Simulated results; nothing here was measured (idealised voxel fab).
Herein follows the process module entitled voxel capacitor over wiring.
Cross-sectional view cut (width: 200 nm; square cell size: 5 nm).
Bands, listed from the top down, are how a cross-section gets written in this document; the cross-section itself is a grid of square cells, and a band is one or more rows of them. Heads up on the band format: heights come first, top then bottom, in nm. After that it's the materials left to right, each with its width in nm. A single material flagged "everywhere" fills the whole band edge to edge, and "air" means there's empty space there. The reference from which all heights are counted is 0, the level beneath which the as-received wafer is entirely one material; the lowest band, having no lower bound, proceeds downward and is written after the example "0 and below". Width spec "30 to 40" -> top row of cells at first value, bottom row at second value, equal per-row change in between. Step marked "remained unchanged"? Then no cell in the cross-section changed in it. "Unvented cavities" means: voids of 8 cells or more that are shut off from the top with no open way through. Written width x height at distance, distance from the left edge, in nm. If you see something after the settings on a step's line, that's the simulator's own remark about that step. overlay nm: on a step with a mask, how far right of its planned place the mask lay; negative means left.
### Here's what the planned process steps look like
step 1: RECEIVE, material Si
step 2: CONFORMAL_DEP, material SiO2, thk nm 15
step 3: DIRECTIONAL_DEP, material TiN, thk nm 5
step 4: DIRECTIONAL_DEP, material W, thk nm 25
step 5: DIRECTIONAL_DEP, material aC, thk nm 15
step 6: PATTERN, tone cover, mask id METAL_1, material resist, width nm 25, pitch nm 95, thk nm 30, overlay nm 0
step 7: DIRECTIONAL_ETCH, etch materials aC, depth nm 15
step 8: STRIP, etch materials resist
step 9: DIRECTIONAL_ETCH, etch materials W, depth nm 25
step 10: DIRECTIONAL_ETCH, etch materials TiN, depth nm 5
step 11: STRIP, etch materials aC
step 12: FILL_DEP, material SiO2, thk nm 10
step 13: CMP, height nm 45
step 14: CONFORMAL_DEP, material SiCN, thk nm 5
step 15: DIRECTIONAL_DEP, material lowk, thk nm 20
step 16: DIRECTIONAL_DEP, material aC, thk nm 15
step 17: PATTERN, tone open, mask id PLUG_1, material resist, width nm 15, thk nm 30, overlay nm 0
step 18: DIRECTIONAL_ETCH, etch materials aC, depth nm 15
step 19: STRIP, etch materials resist
step 20: DIRECTIONAL_ETCH, etch materials lowk, depth nm 20
step 21: DIRECTIONAL_ETCH, etch materials SiCN, depth nm 5
step 22: STRIP, etch materials aC
step 23: CONFORMAL_DEP, material TiN, thk nm 5
step 24: FILL_DEP, material Cu, thk nm 5
step 25: CMP, height nm 70
step 26: DIRECTIONAL_DEP, material TiN, thk nm 10
step 27: DIRECTIONAL_DEP, material HfO2, thk nm 5
step 28: DIRECTIONAL_DEP, material TiN, thk nm 5
step 29: MASKED_ETCH, tone cover, mask id UPPER_PLATE, width nm 75, etch materials TiN, depth nm 5, overlay nm 0
step 30: MASKED_ETCH, tone cover, mask id UPPER_PLATE, width nm 75, etch materials HfO2, depth nm 5, overlay nm 0
step 31: MASKED_ETCH, tone cover, mask id LOWER_PLATE, width nm 85, etch materials TiN, depth nm 10, overlay nm 0
step 32: FILL_DEP, material SiO2, thk nm 15
step 33: CMP, height nm 100
step 34: PATTERN, tone open, mask id PLUG_2, material resist, width nm 15, thk nm 20, overlay nm 0
step 35: DIRECTIONAL_ETCH, etch materials SiO2, depth nm 10
step 36: STRIP, etch materials resist
step 37: CONFORMAL_DEP, material TiN, thk nm 5
step 38: FILL_DEP, material W, thk nm 5
step 39: CMP, height nm 100
step 40: CONFORMAL_DEP, material SiN, thk nm 5
### first wafer, as planned
### Wafer at receipt (post step 1), cross-section
* 0 and below  Si everywhere
* Unvented cavities: none
### Cross-sectional representation of the wafer at the conclusion of step 2
* 15 down to 0  SiO2 everywhere
* Below 0, the layers are the same as they were.
### Cross-sectional representation of the wafer at the conclusion of step 3
* 20 down to 15  TiN everywhere
* Below 15, the layers are the same as they were.
### Cross-sectional representation of the wafer at the conclusion of step 4
* 45 down to 20  W everywhere
* Below 20, the layers are the same as they were.
### Cross-sectional representation of the wafer at the conclusion of step 5
* 60 down to 45  aC everywhere
* Below 45, the layers are the same as they were.
### Cross-sectional representation of the wafer at the conclusion of step 6
* 90 down to 60  40 nm air, then 25 nm resist, then 70 nm air, then 25 nm resist, then 40 nm air
* Below 60, the layers are the same as they were.
### Cross-sectional representation of the wafer at the conclusion of step 7
* 75 down to 60  40 nm air, then 25 nm resist, then 70 nm air, then 25 nm resist, then 40 nm air
* 60 down to 45  40 nm air, then 25 nm aC, then 70 nm air, then 25 nm aC, then 40 nm air
* Below 45, the layers are the same as they were.
### Cross-sectional representation of the wafer at the conclusion of step 8
* 60 down to 45  40 nm air, then 25 nm aC, then 70 nm air, then 25 nm aC, then 40 nm air
* Below 45, the layers are the same as they were.
### Cross-sectional representation of the wafer at the conclusion of step 9
* 60 down to 45  40 nm air, then 25 nm aC, then 70 nm air, then 25 nm aC, then 40 nm air
* 45 down to 20  40 nm air, then 25 nm W, then 70 nm air, then 25 nm W, then 40 nm air
* Below 20, the layers are the same as they were.
### Cross-sectional representation of the wafer at the conclusion of step 10
* 60 down to 45  40 nm air, then 25 nm aC, then 70 nm air, then 25 nm aC, then 40 nm air
* 45 down to 20  40 nm air, then 25 nm W, then 70 nm air, then 25 nm W, then 40 nm air
* 20 down to 15  40 nm air, then 25 nm TiN, then 70 nm air, then 25 nm TiN, then 40 nm air
* Below 15, the layers are the same as they were.
### Cross-sectional representation of the wafer at the conclusion of step 11
* 45 down to 20  40 nm air, then 25 nm W, then 70 nm air, then 25 nm W, then 40 nm air
* Below 20, the layers are the same as they were.
### Cross-sectional representation of the wafer at the conclusion of step 12
* 55 down to 45  SiO2 everywhere
* 45 down to 20  40 nm SiO2, then 25 nm W, then 70 nm SiO2, then 25 nm W, then 40 nm SiO2
* 20 down to 15  40 nm SiO2, then 25 nm TiN, then 70 nm SiO2, then 25 nm TiN, then 40 nm SiO2
* Below 15, the layers are the same as they were.
### Cross-sectional representation of the wafer at the conclusion of step 13
* 45 down to 20  40 nm SiO2, then 25 nm W, then 70 nm SiO2, then 25 nm W, then 40 nm SiO2
* Below 20, the layers are the same as they were.
### Cross-sectional representation of the wafer at the conclusion of step 14
* 50 down to 45  SiCN everywhere
* Below 45, the layers are the same as they were.
### Cross-sectional representation of the wafer at the conclusion of step 15
* 70 down to 50  lowk everywhere
* Below 50, the layers are the same as they were.
### Cross-sectional representation of the wafer at the conclusion of step 16
* 85 down to 70  aC everywhere
* Below 70, the layers are the same as they were.
### Cross-sectional representation of the wafer at the conclusion of step 17
* 115 down to 85  50 nm resist, then 15 nm air, then 135 nm resist
* Below 85, the layers are the same as they were.
### Cross-sectional representation of the wafer at the conclusion of step 18
* 100 down to 85  50 nm resist, then 15 nm air, then 135 nm resist
* 85 down to 70  50 nm aC, then 15 nm air, then 135 nm aC
* Below 70, the layers are the same as they were.
### Cross-sectional representation of the wafer at the conclusion of step 19
* 85 down to 70  50 nm aC, then 15 nm air, then 135 nm aC
* Below 70, the layers are the same as they were.
### Cross-sectional representation of the wafer at the conclusion of step 20
* 85 down to 70  50 nm aC, then 15 nm air, then 135 nm aC
* 70 down to 50  50 nm lowk, then 15 nm air, then 135 nm lowk
* Below 50, the layers are the same as they were.
### Cross-sectional representation of the wafer at the conclusion of step 21
* 85 down to 70  50 nm aC, then 15 nm air, then 135 nm aC
* 70 down to 50  50 nm lowk, then 15 nm air, then 135 nm lowk
* 50 down to 45  50 nm SiCN, then 15 nm air, then 135 nm SiCN
* Below 45, the layers are the same as they were.
### Cross-sectional representation of the wafer at the conclusion of step 22
* 70 down to 50  50 nm lowk, then 15 nm air, then 135 nm lowk
* Below 50, the layers are the same as they were.
### Cross-sectional representation of the wafer at the conclusion of step 23
* 75 down to 70  55 nm TiN, then 5 nm air, then 140 nm TiN
* 70 down to 50  50 nm lowk, then 5 nm TiN, then 5 nm air, then 5 nm TiN, then 135 nm lowk
* 50 down to 45  50 nm SiCN, then 15 nm TiN, then 135 nm SiCN
* Below 45, the layers are the same as they were.
### Cross-sectional representation of the wafer at the conclusion of step 24
* 80 down to 75  Cu everywhere
* 75 down to 70  55 nm TiN, then 5 nm Cu, then 140 nm TiN
* 70 down to 50  50 nm lowk, then 5 nm TiN, then 5 nm Cu, then 5 nm TiN, then 135 nm lowk
* Below 50, the layers are the same as they were.
### Cross-sectional representation of the wafer at the conclusion of step 25
* 70 down to 50  50 nm lowk, then 5 nm TiN, then 5 nm Cu, then 5 nm TiN, then 135 nm lowk
* Below 50, the layers are the same as they were.
### Cross-sectional representation of the wafer at the conclusion of step 26
* 80 down to 70  TiN everywhere
* Below 70, the layers are the same as they were.
### Cross-sectional representation of the wafer at the conclusion of step 27
* 85 down to 80  HfO2 everywhere
* Below 80, the layers are the same as they were.
### Cross-sectional representation of the wafer at the conclusion of step 28
* 90 down to 85  TiN everywhere
* Below 85, the layers are the same as they were.
### Cross-sectional representation of the wafer at the conclusion of step 29
* 90 down to 85  50 nm air, then 75 nm TiN, then 75 nm air
* Below 85, the layers are the same as they were.
### Cross-sectional representation of the wafer at the conclusion of step 30
* 90 down to 85  50 nm air, then 75 nm TiN, then 75 nm air
* 85 down to 80  50 nm air, then 75 nm HfO2, then 75 nm air
* Below 80, the layers are the same as they were.
### Cross-sectional representation of the wafer at the conclusion of step 31
* 90 down to 85  50 nm air, then 75 nm TiN, then 75 nm air
* 85 down to 80  50 nm air, then 75 nm HfO2, then 75 nm air
* 80 down to 70  45 nm air, then 85 nm TiN, then 70 nm air
* Below 70, the layers are the same as they were.
### Cross-sectional representation of the wafer at the conclusion of step 32
* 105 down to 90  SiO2 everywhere
* 90 down to 85  50 nm SiO2, then 75 nm TiN, then 75 nm SiO2
* 85 down to 80  50 nm SiO2, then 75 nm HfO2, then 75 nm SiO2
* 80 down to 70  45 nm SiO2, then 85 nm TiN, then 70 nm SiO2
* Below 70, the layers are the same as they were.
### Cross-sectional representation of the wafer at the conclusion of step 33
* 100 down to 90  SiO2 everywhere
* Below 90, the layers are the same as they were.
### Cross-sectional representation of the wafer at the conclusion of step 34
* 120 down to 100  60 nm resist, then 15 nm air, then 125 nm resist
* Below 100, the layers are the same as they were.
### Cross-sectional representation of the wafer at the conclusion of step 35
* 120 down to 100  60 nm resist, then 15 nm air, then 125 nm resist
* 100 down to 90  60 nm SiO2, then 15 nm air, then 125 nm SiO2
* Below 90, the layers are the same as they were.
### Cross-sectional representation of the wafer at the conclusion of step 36
* 100 down to 90  60 nm SiO2, then 15 nm air, then 125 nm SiO2
* Below 90, the layers are the same as they were.
### Cross-sectional representation of the wafer at the conclusion of step 37
* 105 down to 100  65 nm TiN, then 5 nm air, then 130 nm TiN
* 100 down to 95  60 nm SiO2, then 5 nm TiN, then 5 nm air, then 5 nm TiN, then 125 nm SiO2
* 95 down to 85  60 to 50 nm SiO2, then 15 to 75 nm TiN, then 125 to 75 nm SiO2
* Below 85, the layers are the same as they were.
### Cross-sectional representation of the wafer at the conclusion of step 38
* 110 down to 105  W everywhere
* 105 down to 100  65 nm TiN, then 5 nm W, then 130 nm TiN
* 100 down to 95  60 nm SiO2, then 5 nm TiN, then 5 nm W, then 5 nm TiN, then 125 nm SiO2
* Below 95, the layers are the same as they were.
### Cross-sectional representation of the wafer at the conclusion of step 39
* 100 down to 95  60 nm SiO2, then 5 nm TiN, then 5 nm W, then 5 nm TiN, then 125 nm SiO2
* Below 95, the layers are the same as they were.
### Cross-sectional representation of the wafer at the conclusion of step 40
* 105 down to 100  SiN everywhere
* Below 100, the layers are the same as they were.
### Wafer two of two - same starting point, same process plan, one mistake in execution; matches wafer one up to and including step 26
### Look at the second wafer in cross-section at the time step 27 ought to have finished
* 85 down to 80  SiCN everywhere
* Below 80, the layers are the same as they were.
### Look at the second wafer in cross-section at the time step 28 ought to have finished
* 90 down to 85  TiN everywhere
* Below 85, the layers are the same as they were.
### Look at the second wafer in cross-section at the time step 29 ought to have finished
* 90 down to 85  50 nm air, then 75 nm TiN, then 75 nm air
* Below 85, the layers are the same as they were.
Look at the second wafer in cross-section at the time step 30 ought to have finished: remained unchanged
Look at the second wafer in cross-section at the time step 31 ought to have finished: remained unchanged
### Look at the second wafer in cross-section at the time step 32 ought to have finished
* 105 down to 90  SiO2 everywhere
* 90 down to 85  50 nm SiO2, then 75 nm TiN, then 75 nm SiO2
* Below 85, the layers are the same as they were.
### Look at the second wafer in cross-section at the time step 33 ought to have finished
* 100 down to 90  SiO2 everywhere
* Below 90, the layers are the same as they were.
### Look at the second wafer in cross-section at the time step 34 ought to have finished
* 120 down to 100  60 nm resist, then 15 nm air, then 125 nm resist
* Below 100, the layers are the same as they were.
### Look at the second wafer in cross-section at the time step 35 ought to have finished
* 120 down to 100  60 nm resist, then 15 nm air, then 125 nm resist
* 100 down to 90  60 nm SiO2, then 15 nm air, then 125 nm SiO2
* Below 90, the layers are the same as they were.
### Look at the second wafer in cross-section at the time step 36 ought to have finished
* 100 down to 90  60 nm SiO2, then 15 nm air, then 125 nm SiO2
* Below 90, the layers are the same as they were.
### Look at the second wafer in cross-section at the time step 37 ought to have finished
* 105 down to 100  65 nm TiN, then 5 nm air, then 130 nm TiN
* 100 down to 95  60 nm SiO2, then 5 nm TiN, then 5 nm air, then 5 nm TiN, then 125 nm SiO2
* 95 down to 85  60 to 50 nm SiO2, then 15 to 75 nm TiN, then 125 to 75 nm SiO2
* Below 85, the layers are the same as they were.
### Look at the second wafer in cross-section at the time step 38 ought to have finished
* 110 down to 105  W everywhere
* 105 down to 100  65 nm TiN, then 5 nm W, then 130 nm TiN
* 100 down to 95  60 nm SiO2, then 5 nm TiN, then 5 nm W, then 5 nm TiN, then 125 nm SiO2
* Below 95, the layers are the same as they were.
### Look at the second wafer in cross-section at the time step 39 ought to have finished
* 100 down to 95  60 nm SiO2, then 5 nm TiN, then 5 nm W, then 5 nm TiN, then 125 nm SiO2
* Below 95, the layers are the same as they were.
### Look at the second wafer in cross-section at the time step 40 ought to have finished
* 105 down to 100  SiN everywhere
* Below 100, the layers are the same as they were.
Where did the run depart from the plan? for step 27, the planned setting was not used; the step was instead run as DIRECTIONAL_DEP, material SiCN, thk nm 5
Count the cells at the end and the second wafer has more or fewer of some materials than the first: -15 HfO2 | +40 SiCN | -71 SiO2 | +46 TiN
